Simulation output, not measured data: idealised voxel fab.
A process module follows: voxel transistor to metal.
Pictured: cross-section cut, 180 nm wide, on a grid of 5 nm square cells.
A cross-section in this document is a grid of square cells, and it is written down as bands, the top band listed before the ones below it; a band is made up of one or more rows of cells. Quick guide to a band line: top height, bottom height (nm) up front; then every material left to right with its width in nm. Only one material and it's marked "all across"? Then it fills the band edge to edge. And "air" just means empty space. Heights are reckoned from 0. Under this level, the received wafer is all of one material. The bottommost band is open-ended downward, for example "from 0 down". Top row gets the first number, bottom row gets the second, and each row in between changes by the same step: that is how a band width like "30->40" works. "no modification" (step): cross-section cells unchanged, all of them. "Unvented voids" lists enclosed empty spaces (at least 8 cells, no open path upward to the top), each as width x height at distance from the left edge, in nm. Whatever follows a step's settings on its line is a remark the simulator itself makes about that step. overlay nm: right-of-plan distance of the mask on a masked step; negative values mean left-of-plan.
**Planned step list for the process**
step 1: RECEIVE [material Si]
step 2: CONFORMAL_DEP [material SiO2] [thk nm 5]
step 3: CONFORMAL_DEP [material SiN] [thk nm 10]
step 4: DIRECTIONAL_DEP [material aC] [thk nm 15]
step 5: PATTERN [tone cover] [mask id ACTIVE] [material resist] [width nm 115] [thk nm 35] [overlay nm 0]
step 6: DIRECTIONAL_ETCH [etch materials aC] [depth nm 15]
step 7: STRIP [etch materials resist]
step 8: DIRECTIONAL_ETCH [etch materials SiN] [depth nm 10]
step 9: DIRECTIONAL_ETCH [etch materials SiO2] [depth nm 5]
step 10: DIRECTIONAL_ETCH [etch materials Si] [depth nm 20]
step 11: STRIP [etch materials aC]
step 12: OXIDIZE [depth nm 5]
step 13: FILL_DEP [material SiO2] [thk nm 15]
step 14: CMP [height nm 15]
step 15: SELECTIVE_ETCH [etch materials SiO2] [depth nm 5]
step 16: STRIP [etch materials SiN]
step 17: SELECTIVE_ETCH [etch materials SiO2] [depth nm 5]
step 18: OXIDIZE [depth nm 5]
step 19: DIRECTIONAL_DEP [material polySi] [thk nm 30]
step 20: DIRECTIONAL_DEP [material SiCN] [thk nm 10]
step 21: MASKED_ETCH [tone cover] [mask id GATE] [width nm 25] [etch materials SiCN] [depth nm 20] [overlay nm 0]
step 22: MASKED_ETCH [tone cover] [mask id GATE] [width nm 25] [etch materials polySi] [depth nm 40] [overlay nm 0]
step 23: CONFORMAL_DEP [material SiN] [thk nm 5]
step 24: DIRECTIONAL_ETCH [etch materials SiN] [depth nm 5]
step 25: DIRECTIONAL_ETCH [etch materials SiO2] [depth nm 5]
step 26: DIRECTIONAL_ETCH [etch materials Si] [depth nm 15]
step 27: EPI [material nSi] [thk nm 15]
step 28: FILL_DEP [material SiO2] [thk nm 5]
step 29: CMP [height nm 30]
step 30: STRIP [etch materials polySi]
step 31: SELECTIVE_ETCH [etch materials SiO2] [depth nm 5]
step 32: CONFORMAL_DEP [material HfO2] [thk nm 5]
step 33: CONFORMAL_DEP [material TiN] [thk nm 5]
step 34: FILL_DEP [material W] [thk nm 10]
step 35: CMP [height nm 25]
step 36: DIRECTIONAL_DEP [material SiO2] [thk nm 10]
step 37: MASKED_ETCH [tone open] [mask id CONTACT] [width nm 15] [pitch nm 80] [etch materials SiO2] [depth nm 40] [overlay nm 0]
step 38: CONFORMAL_DEP [material TiN] [thk nm 5]
step 39: FILL_DEP [material W] [thk nm 5]
step 40: CMP [height nm 35]
step 41: DIRECTIONAL_DEP [material TiN] [thk nm 5]
step 42: DIRECTIONAL_DEP [material Ru] [thk nm 20]
step 43: MASKED_ETCH [tone cover] [mask id METAL_1] [width nm 15] [pitch nm 80] [etch materials Ru] [depth nm 20] [overlay nm 0]
step 44: MASKED_ETCH [tone cover] [mask id METAL_1] [width nm 15] [pitch nm 80] [etch materials TiN] [depth nm 5] [overlay nm 0]
step 45: CONFORMAL_DEP [material SiN] [thk nm 5]
step 46: FILL_DEP [material SiO2] [thk nm 10]
step 47: CMP [height nm 60]
step 48: CONFORMAL_DEP [material SiCN] [thk nm 5]
**The first of the two wafers, which ran as planned**
**Incoming wafer in cross-section (state: after step 1)**
    from 0 down | Si all across
    Unvented voids: none
**Cross-section: wafer state after step 2**
    from 5 to 0 | SiO2 all across
    Note: structure below 0 unchanged.
**Cross-section: wafer state after step 3**
    from 15 to 5 | SiN all across
    Note: structure below 5 unchanged.
**Cross-section: wafer state after step 4**
    from 30 to 15 | aC all across
    Note: structure below 15 unchanged.
**Cross-section: wafer state after step 5**
    from 65 to 30 | 30 of air; 115 of resist; 35 of air
    Note: structure below 30 unchanged.
**Cross-section: wafer state after step 6**
    from 50 to 30 | 30 of air; 115 of resist; 35 of air
    from 30 to 15 | 30 of air; 115 of aC; 35 of air
    Note: structure below 15 unchanged.
**Cross-section: wafer state after step 7**
    from 30 to 15 | 30 of air; 115 of aC; 35 of air
    Note: structure below 15 unchanged.
**Cross-section: wafer state after step 8**
    from 30 to 15 | 30 of air; 115 of aC; 35 of air
    from 15 to 5 | 30 of air; 115 of SiN; 35 of air
    Note: structure below 5 unchanged.
**Cross-section: wafer state after step 9**
    from 30 to 15 | 30 of air; 115 of aC; 35 of air
    from 15 to 5 | 30 of air; 115 of SiN; 35 of air
    from 5 to 0 | 30 of air; 115 of SiO2; 35 of air
    Note: structure below 0 unchanged.
**Cross-section: wafer state after step 10**
    from 30 to 15 | 30 of air; 115 of aC; 35 of air
    from 15 to 5 | 30 of air; 115 of SiN; 35 of air
    from 5 to 0 | 30 of air; 115 of SiO2; 35 of air
    from 0 to -20 | 30 of air; 115 of Si; 35 of air
    Note: structure below -20 unchanged.
**Cross-section: wafer state after step 11**
    from 15 to 5 | 30 of air; 115 of SiN; 35 of air
    Note: structure below 5 unchanged.
**Cross-section: wafer state after step 12**
    from 15 to 5 | 30 of air; 115 of SiN; 35 of air
    from 5 to 0 | 30 of air; 115 of SiO2; 35 of air
    from 0 to -20 | 30 of air; 5 of SiO2; 105 of Si; 5 of SiO2; 35 of air
    from -20 to -25 | 35 of SiO2; 105 of Si; 40 of SiO2
    Note: structure below -25 unchanged.
**Cross-section: wafer state after step 13**
    from 30 to 15 | SiO2 all across
    from 15 to 5 | 30 of SiO2; 115 of SiN; 35 of SiO2
    from 5 to 0 | SiO2 all across
    from 0 to -25 | 35 of SiO2; 105 of Si; 40 of SiO2
    Note: structure below -25 unchanged.
**Cross-section: wafer state after step 14**
    from 15 to 5 | 30 of SiO2; 115 of SiN; 35 of SiO2
    Note: structure below 5 unchanged.
**Cross-section: wafer state after step 15**
    from 15 to 10 | 30 of air; 115 of SiN; 35 of air
    Note: structure below 10 unchanged.
**Cross-section: wafer state after step 16**
    from 10 to 5 | 30 of SiO2; 115 of air; 35 of SiO2
    Note: structure below 5 unchanged.
**Cross-section: wafer state after step 17**
    from 5 to 0 | 25 of SiO2; 125 of air; 30 of SiO2
    Note: structure below 0 unchanged.
**Cross-section: wafer state after step 18**
    from 5 to 0 | 25 of SiO2; 125 of air; 30 of SiO2
    from 0 to -5 | SiO2 all across
    Note: structure below -5 unchanged.
**Cross-section: wafer state after step 19**
    from 35 to 30 | 25 of polySi; 125 of air; 30 of polySi
    from 30 to 5 | polySi all across
    from 5 to 0 | 25 of SiO2; 125 of polySi; 30 of SiO2
    Note: structure below 0 unchanged.
**Cross-section: wafer state after step 20**
    from 45 to 40 | 25 of SiCN; 125 of air; 30 of SiCN
    from 40 to 35 | SiCN all across
    from 35 to 30 | 25 of polySi; 125 of SiCN; 30 of polySi
    Note: structure below 30 unchanged.
**Cross-section: wafer state after step 21**
    from 40 to 35 | 75 of air; 25 of SiCN; 80 of air
    from 35 to 30 | 25 of polySi; 50 of air; 25 of SiCN; 50 of air; 30 of polySi
    Note: structure below 30 unchanged.
**Cross-section: wafer state after step 22**
    from 40 to 30 | 75 of air; 25 of SiCN; 80 of air
    from 30 to 5 | 75 of air; 25 of polySi; 80 of air
    from 5 to 0 | 25 of SiO2; 50 of air; 25 of polySi; 50 of air; 30 of SiO2
    Note: structure below 0 unchanged.
**Cross-section: wafer state after step 23**
    from 45 to 40 | 70 of air; 35 of SiN; 75 of air
    from 40 to 30 | 70 of air; 5 of SiN; 25 of SiCN; 5 of SiN; 75 of air
    from 30 to 10 | 70 of air; 5 of SiN; 25 of polySi; 5 of SiN; 75 of air
    from 10 to 5 | 30 of SiN; 40 of air; 5 of SiN; 25 of polySi; 5 of SiN; 40 of air; 35 of SiN
    from 5 to 0 | 25 of SiO2; 50 of SiN; 25 of polySi; 50 of SiN; 30 of SiO2
    Note: structure below 0 unchanged.
**Cross-section: wafer state after step 24**
    from 40 to 30 | 70 of air; 5 of SiN; 25 of SiCN; 5 of SiN; 75 of air
    from 30 to 5 | 70 of air; 5 of SiN; 25 of polySi; 5 of SiN; 75 of air
    from 5 to 0 | 25 of SiO2; 5 of SiN; 40 of air; 5 of SiN; 25 of polySi; 5 of SiN; 40 of air; 5 of SiN; 30 of SiO2
    Note: structure below 0 unchanged.
**Cross-section: wafer state after step 25**
    from 40 to 30 | 70 of air; 5 of SiN; 25 of SiCN; 5 of SiN; 75 of air
    from 30 to 5 | 70 of air; 5 of SiN; 25 of polySi; 5 of SiN; 75 of air
    from 5 to 0 | 25 of air; 5 of SiN; 40 of air; 5 of SiN; 25 of polySi; 5 of SiN; 40 of air; 5 of SiN; 30 of air
    from 0 to -5 | 30 of SiO2; 40 of air; 35 of SiO2; 40 of air; 35 of SiO2
    Note: structure below -5 unchanged.
**Cross-section: wafer state after step 26**
    from 40 to 30 | 70 of air; 5 of SiN; 25 of SiCN; 5 of SiN; 75 of air
    from 30 to 5 | 70 of air; 5 of SiN; 25 of polySi; 5 of SiN; 75 of air
    from 5 to 0 | 25 of air; 5 of SiN; 40 of air; 5 of SiN; 25 of polySi; 5 of SiN; 40 of air; 5 of SiN; 30 of air
    from 0 to -5 | 30 of SiO2; 40 of air; 35 of SiO2; 40 of air; 35 of SiO2
    from -5 to -20 | 35 of SiO2; 35 of air; 35 of Si; 35 of air; 40 of SiO2
    Note: structure below -20 unchanged.
**Cross-section: wafer state after step 27**
    from 40 to 30 | 70 of air; 5 of SiN; 25 of SiCN; 5 of SiN; 75 of air
    from 30 to 10 | 70 of air; 5 of SiN; 25 of polySi; 5 of SiN; 75 of air
    from 10 to 5 | 55 of air; 15 of nSi; 5 of SiN; 25 of polySi; 5 of SiN; 15 of nSi; 60 of air
    from 5 to 0 | 25 of air; 5 of SiN; 25 of air; 15 of nSi; 5 of SiN; 25 of polySi; 5 of SiN; 15 of nSi; 25 of air; 5 of SiN; 30 of air
    from 0 to -5 | 30 of SiO2; 25 of air; 15 of nSi; 35 of SiO2; 15 of nSi; 25 of air; 35 of SiO2
    from -5 to -20 | 35 of SiO2; 35 of nSi; 35 of Si; 35 of nSi; 40 of SiO2
    Note: structure below -20 unchanged.
**Cross-section: wafer state after step 28**
    from 45 to 40 | SiO2 all across
    from 40 to 30 | 70 of SiO2; 5 of SiN; 25 of SiCN; 5 of SiN; 75 of SiO2
    from 30 to 10 | 70 of SiO2; 5 of SiN; 25 of polySi; 5 of SiN; 75 of SiO2
    from 10 to 5 | 55 of SiO2; 15 of nSi; 5 of SiN; 25 of polySi; 5 of SiN; 15 of nSi; 60 of SiO2
    from 5 to 0 | 25 of SiO2; 5 of SiN; 25 of SiO2; 15 of nSi; 5 of SiN; 25 of polySi; 5 of SiN; 15 of nSi; 25 of SiO2; 5 of SiN; 30 of SiO2
    from 0 to -5 | 55 of SiO2; 15 of nSi; 35 of SiO2; 15 of nSi; 60 of SiO2
    Note: structure below -5 unchanged.
**Cross-section: wafer state after step 29**
    from 30 to 10 | 70 of SiO2; 5 of SiN; 25 of polySi; 5 of SiN; 75 of SiO2
    Note: structure below 10 unchanged.
**Cross-section: wafer state after step 30**
    from 30 to 10 | 70 of SiO2; 5 of SiN; 25 of air; 5 of SiN; 75 of SiO2
    from 10 to 5 | 55 of SiO2; 15 of nSi; 5 of SiN; 25 of air; 5 of SiN; 15 of nSi; 60 of SiO2
    from 5 to 0 | 25 of SiO2; 5 of SiN; 25 of SiO2; 15 of nSi; 5 of SiN; 25 of air; 5 of SiN; 15 of nSi; 25 of SiO2; 5 of SiN; 30 of SiO2
    Note: structure below 0 unchanged.
**Cross-section: wafer state after step 31**
    from 30 to 25 | 70 of air; 5 of SiN; 25 of air; 5 of SiN; 75 of air
    from 25 to 10 | 70 of SiO2; 5 of SiN; 25 of air; 5 of SiN; 75 of SiO2
    from 10 to 5 | 55 of SiO2; 15 of nSi; 5 of SiN; 25 of air; 5 of SiN; 15 of nSi; 60 of SiO2
    from 5 to 0 | 25 of SiO2; 5 of SiN; 25 of SiO2; 15 of nSi; 5 of SiN; 25 of air; 5 of SiN; 15 of nSi; 25 of SiO2; 5 of SiN; 30 of SiO2
    from 0 to -5 | 55 of SiO2; 15 of nSi; 35 of air; 15 of nSi; 60 of SiO2
    Note: structure below -5 unchanged.
**Cross-section: wafer state after step 32**
    from 35 to 30 | 65 of air; 15 of HfO2; 15 of air; 15 of HfO2; 70 of air
    from 30 to 25 | 70 of HfO2; 5 of SiN; 5 of HfO2; 15 of air; 5 of HfO2; 5 of SiN; 75 of HfO2
    from 25 to 10 | 70 of SiO2; 5 of SiN; 5 of HfO2; 15 of air; 5 of HfO2; 5 of SiN; 75 of SiO2
    from 10 to 5 | 55 of SiO2; 15 of nSi; 5 of SiN; 5 of HfO2; 15 of air; 5 of HfO2; 5 of SiN; 15 of nSi; 60 of SiO2
    from 5 to 0 | 25 of SiO2; 5 of SiN; 25 of SiO2; 15 of nSi; 5 of SiN; 5 of HfO2; 15 of air; 5 of HfO2; 5 of SiN; 15 of nSi; 25 of SiO2; 5 of SiN; 30 of SiO2
    from 0 to -5 | 55 of SiO2; 15 of nSi; 35 of HfO2; 15 of nSi; 60 of SiO2
    Note: structure below -5 unchanged.
**Cross-section: wafer state after step 33**
    from 40 to 35 | 60 of air; 25 of TiN; 5 of air; 25 of TiN; 65 of air
    from 35 to 30 | 65 of TiN; 15 of HfO2; 5 of TiN; 5 of air; 5 of TiN; 15 of HfO2; 70 of TiN
    from 30 to 25 | 70 of HfO2; 5 of SiN; 5 of HfO2; 5 of TiN; 5 of air; 5 of TiN; 5 of HfO2; 5 of SiN; 75 of HfO2
    from 25 to 10 | 70 of SiO2; 5 of SiN; 5 of HfO2; 5 of TiN; 5 of air; 5 of TiN; 5 of HfO2; 5 of SiN; 75 of SiO2
    from 10 to 5 | 55 of SiO2; 15 of nSi; 5 of SiN; 5 of HfO2; 5 of TiN; 5 of air; 5 of TiN; 5 of HfO2; 5 of SiN; 15 of nSi; 60 of SiO2
    from 5 to 0 | 25 of SiO2; 5 of SiN; 25 of SiO2; 15 of nSi; 5 of SiN; 5 of HfO2; 15 of TiN; 5 of HfO2; 5 of SiN; 15 of nSi; 25 of SiO2; 5 of SiN; 30 of SiO2
    Note: structure below 0 unchanged.
**Cross-section: wafer state after step 34**
    from 50 to 40 | W all across
    from 40 to 35 | 60 of W; 25 of TiN; 5 of W; 25 of TiN; 65 of W
    from 35 to 30 | 65 of TiN; 15 of HfO2; 5 of TiN; 5 of W; 5 of TiN; 15 of HfO2; 70 of TiN
    from 30 to 25 | 70 of HfO2; 5 of SiN; 5 of HfO2; 5 of TiN; 5 of W; 5 of TiN; 5 of HfO2; 5 of SiN; 75 of HfO2
    from 25 to 10 | 70 of SiO2; 5 of SiN; 5 of HfO2; 5 of TiN; 5 of W; 5 of TiN; 5 of HfO2; 5 of SiN; 75 of SiO2
    from 10 to 5 | 55 of SiO2; 15 of nSi; 5 of SiN; 5 of HfO2; 5 of TiN; 5 of W; 5 of TiN; 5 of HfO2; 5 of SiN; 15 of nSi; 60 of SiO2
    Note: structure below 5 unchanged.
**Cross-section: wafer state after step 35**
    from 25 to 10 | 70 of SiO2; 5 of SiN; 5 of HfO2; 5 of TiN; 5 of W; 5 of TiN; 5 of HfO2; 5 of SiN; 75 of SiO2
    Note: structure below 10 unchanged.
**Cross-section: wafer state after step 36**
    from 35 to 25 | SiO2 all across
    Note: structure below 25 unchanged.
**Cross-section: wafer state after step 37**
    from 35 to 25 | 40 of SiO2; 15 of air; 65 of SiO2; 15 of air; 45 of SiO2
    from 25 to 10 | 40 of SiO2; 15 of air; 15 of SiO2; 5 of SiN; 5 of HfO2; 5 of TiN; 5 of W; 5 of TiN; 5 of HfO2; 5 of SiN; 15 of SiO2; 15 of air; 45 of SiO2
    from 10 to 5 | 40 of SiO2; 15 of air; 15 of nSi; 5 of SiN; 5 of HfO2; 5 of TiN; 5 of W; 5 of TiN; 5 of HfO2; 5 of SiN; 15 of nSi; 15 of air; 45 of SiO2
    from 5 to 0 | 25 of SiO2; 5 of SiN; 10 of SiO2; 15 of air; 15 of nSi; 5 of SiN; 5 of HfO2; 15 of TiN; 5 of HfO2; 5 of SiN; 15 of nSi; 15 of air; 10 of SiO2; 5 of SiN; 30 of SiO2
    from 0 to -5 | 40 of SiO2; 15 of air; 15 of nSi; 35 of HfO2; 15 of nSi; 15 of air; 45 of SiO2
    Note: structure below -5 unchanged.
**Cross-section: wafer state after step 38**
    from 40 to 35 | 45 of TiN; 5 of air; 75 of TiN; 5 of air; 50 of TiN
    from 35 to 25 | 40 of SiO2; 5 of TiN; 5 of air; 5 of TiN; 65 of SiO2; 5 of TiN; 5 of air; 5 of TiN; 45 of SiO2
    from 25 to 10 | 40 of SiO2; 5 of TiN; 5 of air; 5 of TiN; 15 of SiO2; 5 of SiN; 5 of HfO2; 5 of TiN; 5 of W; 5 of TiN; 5 of HfO2; 5 of SiN; 15 of SiO2; 5 of TiN; 5 of air; 5 of TiN; 45 of SiO2
    from 10 to 5 | 40 of SiO2; 5 of TiN; 5 of air; 5 of TiN; 15 of nSi; 5 of SiN; 5 of HfO2; 5 of TiN; 5 of W; 5 of TiN; 5 of HfO2; 5 of SiN; 15 of nSi; 5 of TiN; 5 of air; 5 of TiN; 45 of SiO2
    from 5 to 0 | 25 of SiO2; 5 of SiN; 10 of SiO2; 5 of TiN; 5 of air; 5 of TiN; 15 of nSi; 5 of SiN; 5 of HfO2; 15 of TiN; 5 of HfO2; 5 of SiN; 15 of nSi; 5 of TiN; 5 of air; 5 of TiN; 10 of SiO2; 5 of SiN; 30 of SiO2
    from 0 to -5 | 40 of SiO2; 15 of TiN; 15 of nSi; 35 of HfO2; 15 of nSi; 15 of TiN; 45 of SiO2
    Note: structure below -5 unchanged.
**Cross-section: wafer state after step 39**
    from 45 to 40 | W all across
    from 40 to 35 | 45 of TiN; 5 of W; 75 of TiN; 5 of W; 50 of TiN
    from 35 to 25 | 40 of SiO2; 5 of TiN; 5 of W; 5 of TiN; 65 of SiO2; 5 of TiN; 5 of W; 5 of TiN; 45 of SiO2
    from 25 to 10 | 40 of SiO2; 5 of TiN; 5 of W; 5 of TiN; 15 of SiO2; 5 of SiN; 5 of HfO2; 5 of TiN; 5 of W; 5 of TiN; 5 of HfO2; 5 of SiN; 15 of SiO2; 5 of TiN; 5 of W; 5 of TiN; 45 of SiO2
    from 10 to 5 | 40 of SiO2; 5 of TiN; 5 of W; 5 of TiN; 15 of nSi; 5 of SiN; 5 of HfO2; 5 of TiN; 5 of W; 5 of TiN; 5 of HfO2; 5 of SiN; 15 of nSi; 5 of TiN; 5 of W; 5 of TiN; 45 of SiO2
    from 5 to 0 | 25 of SiO2; 5 of SiN; 10 of SiO2; 5 of TiN; 5 of W; 5 of TiN; 15 of nSi; 5 of SiN; 5 of HfO2; 15 of TiN; 5 of HfO2; 5 of SiN; 15 of nSi; 5 of TiN; 5 of W; 5 of TiN; 10 of SiO2; 5 of SiN; 30 of SiO2
    Note: structure below 0 unchanged.
**Cross-section: wafer state after step 40**
    from 35 to 25 | 40 of SiO2; 5 of TiN; 5 of W; 5 of TiN; 65 of SiO2; 5 of TiN; 5 of W; 5 of TiN; 45 of SiO2
    Note: structure below 25 unchanged.
**Cross-section: wafer state after step 41**
    from 40 to 35 | TiN all across
    Note: structure below 35 unchanged.
**Cross-section: wafer state after step 42**
    from 60 to 40 | Ru all across
    Note: structure below 40 unchanged.
**Cross-section: wafer state after step 43**
    from 60 to 40 | 40 of air; 15 of Ru; 65 of air; 15 of Ru; 45 of air
    Note: structure below 40 unchanged.
**Cross-section: wafer state after step 44**
    from 60 to 40 | 40 of air; 15 of Ru; 65 of air; 15 of Ru; 45 of air
    from 40 to 35 | 40 of air; 15 of TiN; 65 of air; 15 of TiN; 45 of air
    Note: structure below 35 unchanged.
**Cross-section: wafer state after step 45**
    from 65 to 60 | 35 of air; 25 of SiN; 55 of air; 25 of SiN; 40 of air
    from 60 to 40 | 35 of air; 5 of SiN; 15 of Ru; 5 of SiN; 55 of air; 5 of SiN; 15 of Ru; 5 of SiN; 40 of air
    from 40 to 35 | 40 of SiN; 15 of TiN; 65 of SiN; 15 of TiN; 45 of SiN
    Note: structure below 35 unchanged.
**Cross-section: wafer state after step 46**
    from 75 to 65 | SiO2 all across
    from 65 to 60 | 35 of SiO2; 25 of SiN; 55 of SiO2; 25 of SiN; 40 of SiO2
    from 60 to 40 | 35 of SiO2; 5 of SiN; 15 of Ru; 5 of SiN; 55 of SiO2; 5 of SiN; 15 of Ru; 5 of SiN; 40 of SiO2
    Note: structure below 40 unchanged.
**Cross-section: wafer state after step 47**
    from 60 to 40 | 35 of SiO2; 5 of SiN; 15 of Ru; 5 of SiN; 55 of SiO2; 5 of SiN; 15 of Ru; 5 of SiN; 40 of SiO2
    Note: structure below 40 unchanged.
**Cross-section: wafer state after step 48**
    from 65 to 60 | SiCN all across
    Note: structure below 60 unchanged.
**What follows concerns the second wafer, which started out like the first and was meant to follow the very same plan; one mistake crept in when it was run, but everything up to and including step 31 is the same as for the first wafer**
Cross-section of the second wafer when, according to plan, step 32 should have finished: no modification
**Cross-section of the second wafer when, according to plan, step 33 should have finished**
    from 35 to 30 | 65 of air; 15 of TiN; 15 of air; 15 of TiN; 70 of air
    from 30 to 25 | 70 of TiN; 5 of SiN; 5 of TiN; 15 of air; 5 of TiN; 5 of SiN; 75 of TiN
    from 25 to 10 | 70 of SiO2; 5 of SiN; 5 of TiN; 15 of air; 5 of TiN; 5 of SiN; 75 of SiO2
    from 10 to 5 | 55 of SiO2; 15 of nSi; 5 of SiN; 5 of TiN; 15 of air; 5 of TiN; 5 of SiN; 15 of nSi; 60 of SiO2
    from 5 to 0 | 25 of SiO2; 5 of SiN; 25 of SiO2; 15 of nSi; 5 of SiN; 5 of TiN; 15 of air; 5 of TiN; 5 of SiN; 15 of nSi; 25 of SiO2; 5 of SiN; 30 of SiO2
    from 0 to -5 | 55 of SiO2; 15 of nSi; 35 of TiN; 15 of nSi; 60 of SiO2
    Note: structure below -5 unchanged.
**Cross-section of the second wafer when, according to plan, step 34 should have finished**
    from 45 to 35 | W all across
    from 35 to 30 | 65 of W; 15 of TiN; 15 of W; 15 of TiN; 70 of W
    from 30 to 25 | 70 of TiN; 5 of SiN; 5 of TiN; 15 of W; 5 of TiN; 5 of SiN; 75 of TiN
    from 25 to 10 | 70 of SiO2; 5 of SiN; 5 of TiN; 15 of W; 5 of TiN; 5 of SiN; 75 of SiO2
    from 10 to 5 | 55 of SiO2; 15 of nSi; 5 of SiN; 5 of TiN; 15 of W; 5 of TiN; 5 of SiN; 15 of nSi; 60 of SiO2
    from 5 to 0 | 25 of SiO2; 5 of SiN; 25 of SiO2; 15 of nSi; 5 of SiN; 5 of TiN; 15 of W; 5 of TiN; 5 of SiN; 15 of nSi; 25 of SiO2; 5 of SiN; 30 of SiO2
    Note: structure below 0 unchanged.
**Cross-section of the second wafer when, according to plan, step 35 should have finished**
    from 25 to 10 | 70 of SiO2; 5 of SiN; 5 of TiN; 15 of W; 5 of TiN; 5 of SiN; 75 of SiO2
    Note: structure below 10 unchanged.
**Cross-section of the second wafer when, according to plan, step 36 should have finished**
    from 35 to 25 | SiO2 all across
    Note: structure below 25 unchanged.
**Cross-section of the second wafer when, according to plan, step 37 should have finished**
    from 35 to 25 | 40 of SiO2; 15 of air; 65 of SiO2; 15 of air; 45 of SiO2
    from 25 to 10 | 40 of SiO2; 15 of air; 15 of SiO2; 5 of SiN; 5 of TiN; 15 of W; 5 of TiN; 5 of SiN; 15 of SiO2; 15 of air; 45 of SiO2
    from 10 to 5 | 40 of SiO2; 15 of air; 15 of nSi; 5 of SiN; 5 of TiN; 15 of W; 5 of TiN; 5 of SiN; 15 of nSi; 15 of air; 45 of SiO2
    from 5 to 0 | 25 of SiO2; 5 of SiN; 10 of SiO2; 15 of air; 15 of nSi; 5 of SiN; 5 of TiN; 15 of W; 5 of TiN; 5 of SiN; 15 of nSi; 15 of air; 10 of SiO2; 5 of SiN; 30 of SiO2
    from 0 to -5 | 40 of SiO2; 15 of air; 15 of nSi; 35 of TiN; 15 of nSi; 15 of air; 45 of SiO2
    Note: structure below -5 unchanged.
**Cross-section of the second wafer when, according to plan, step 38 should have finished**
    from 40 to 35 | 45 of TiN; 5 of air; 75 of TiN; 5 of air; 50 of TiN
    from 35 to 25 | 40 of SiO2; 5 of TiN; 5 of air; 5 of TiN; 65 of SiO2; 5 of TiN; 5 of air; 5 of TiN; 45 of SiO2
    from 25 to 10 | 40 of SiO2; 5 of TiN; 5 of air; 5 of TiN; 15 of SiO2; 5 of SiN; 5 of TiN; 15 of W; 5 of TiN; 5 of SiN; 15 of SiO2; 5 of TiN; 5 of air; 5 of TiN; 45 of SiO2
    from 10 to 5 | 40 of SiO2; 5 of TiN; 5 of air; 5 of TiN; 15 of nSi; 5 of SiN; 5 of TiN; 15 of W; 5 of TiN; 5 of SiN; 15 of nSi; 5 of TiN; 5 of air; 5 of TiN; 45 of SiO2
    from 5 to 0 | 25 of SiO2; 5 of SiN; 10 of SiO2; 5 of TiN; 5 of air; 5 of TiN; 15 of nSi; 5 of SiN; 5 of TiN; 15 of W; 5 of TiN; 5 of SiN; 15 of nSi; 5 of TiN; 5 of air; 5 of TiN; 10 of SiO2; 5 of SiN; 30 of SiO2
    from 0 to -5 | 40 of SiO2; 15 of TiN; 15 of nSi; 35 of TiN; 15 of nSi; 15 of TiN; 45 of SiO2
    Note: structure below -5 unchanged.
**Cross-section of the second wafer when, according to plan, step 39 should have finished**
    from 45 to 40 | W all across
    from 40 to 35 | 45 of TiN; 5 of W; 75 of TiN; 5 of W; 50 of TiN
    from 35 to 25 | 40 of SiO2; 5 of TiN; 5 of W; 5 of TiN; 65 of SiO2; 5 of TiN; 5 of W; 5 of TiN; 45 of SiO2
    from 25 to 10 | 40 of SiO2; 5 of TiN; 5 of W; 5 of TiN; 15 of SiO2; 5 of SiN; 5 of TiN; 15 of W; 5 of TiN; 5 of SiN; 15 of SiO2; 5 of TiN; 5 of W; 5 of TiN; 45 of SiO2
    from 10 to 5 | 40 of SiO2; 5 of TiN; 5 of W; 5 of TiN; 15 of nSi; 5 of SiN; 5 of TiN; 15 of W; 5 of TiN; 5 of SiN; 15 of nSi; 5 of TiN; 5 of W; 5 of TiN; 45 of SiO2
    from 5 to 0 | 25 of SiO2; 5 of SiN; 10 of SiO2; 5 of TiN; 5 of W; 5 of TiN; 15 of nSi; 5 of SiN; 5 of TiN; 15 of W; 5 of TiN; 5 of SiN; 15 of nSi; 5 of TiN; 5 of W; 5 of TiN; 10 of SiO2; 5 of SiN; 30 of SiO2
    Note: structure below 0 unchanged.
**Cross-section of the second wafer when, according to plan, step 40 should have finished**
    from 35 to 25 | 40 of SiO2; 5 of TiN; 5 of W; 5 of TiN; 65 of SiO2; 5 of TiN; 5 of W; 5 of TiN; 45 of SiO2
    Note: structure below 25 unchanged.
**Cross-section of the second wafer when, according to plan, step 41 should have finished**
    from 40 to 35 | TiN all across
    Note: structure below 35 unchanged.
**Cross-section of the second wafer when, according to plan, step 42 should have finished**
    from 60 to 40 | Ru all across
    Note: structure below 40 unchanged.
**Cross-section of the second wafer when, according to plan, step 43 should have finished**
    from 60 to 40 | 40 of air; 15 of Ru; 65 of air; 15 of Ru; 45 of air
    Note: structure below 40 unchanged.
**Cross-section of the second wafer when, according to plan, step 44 should have finished**
    from 60 to 40 | 40 of air; 15 of Ru; 65 of air; 15 of Ru; 45 of air
    from 40 to 35 | 40 of air; 15 of TiN; 65 of air; 15 of TiN; 45 of air
    Note: structure below 35 unchanged.
**Cross-section of the second wafer when, according to plan, step 45 should have finished**
    from 65 to 60 | 35 of air; 25 of SiN; 55 of air; 25 of SiN; 40 of air
    from 60 to 40 | 35 of air; 5 of SiN; 15 of Ru; 5 of SiN; 55 of air; 5 of SiN; 15 of Ru; 5 of SiN; 40 of air
    from 40 to 35 | 40 of SiN; 15 of TiN; 65 of SiN; 15 of TiN; 45 of SiN
    Note: structure below 35 unchanged.
**Cross-section of the second wafer when, according to plan, step 46 should have finished**
    from 75 to 65 | SiO2 all across
    from 65 to 60 | 35 of SiO2; 25 of SiN; 55 of SiO2; 25 of SiN; 40 of SiO2
    from 60 to 40 | 35 of SiO2; 5 of SiN; 15 of Ru; 5 of SiN; 55 of SiO2; 5 of SiN; 15 of Ru; 5 of SiN; 40 of SiO2
    Note: structure below 40 unchanged.
**Cross-section of the second wafer when, according to plan, step 47 should have finished**
    from 60 to 40 | 35 of SiO2; 5 of SiN; 15 of Ru; 5 of SiN; 55 of SiO2; 5 of SiN; 15 of Ru; 5 of SiN; 40 of SiO2
    Note: structure below 40 unchanged.
**Cross-section of the second wafer when, according to plan, step 48 should have finished**
    from 65 to 60 | SiCN all across
    Note: structure below 60 unchanged.
what went wrong: step 32 in the plan did not get run; it was skipped
Heads up, by the end the second wafer has more or fewer cells of some materials compared to the first: HfO2: 17 fewer | TiN: 6 more | W: 11 more
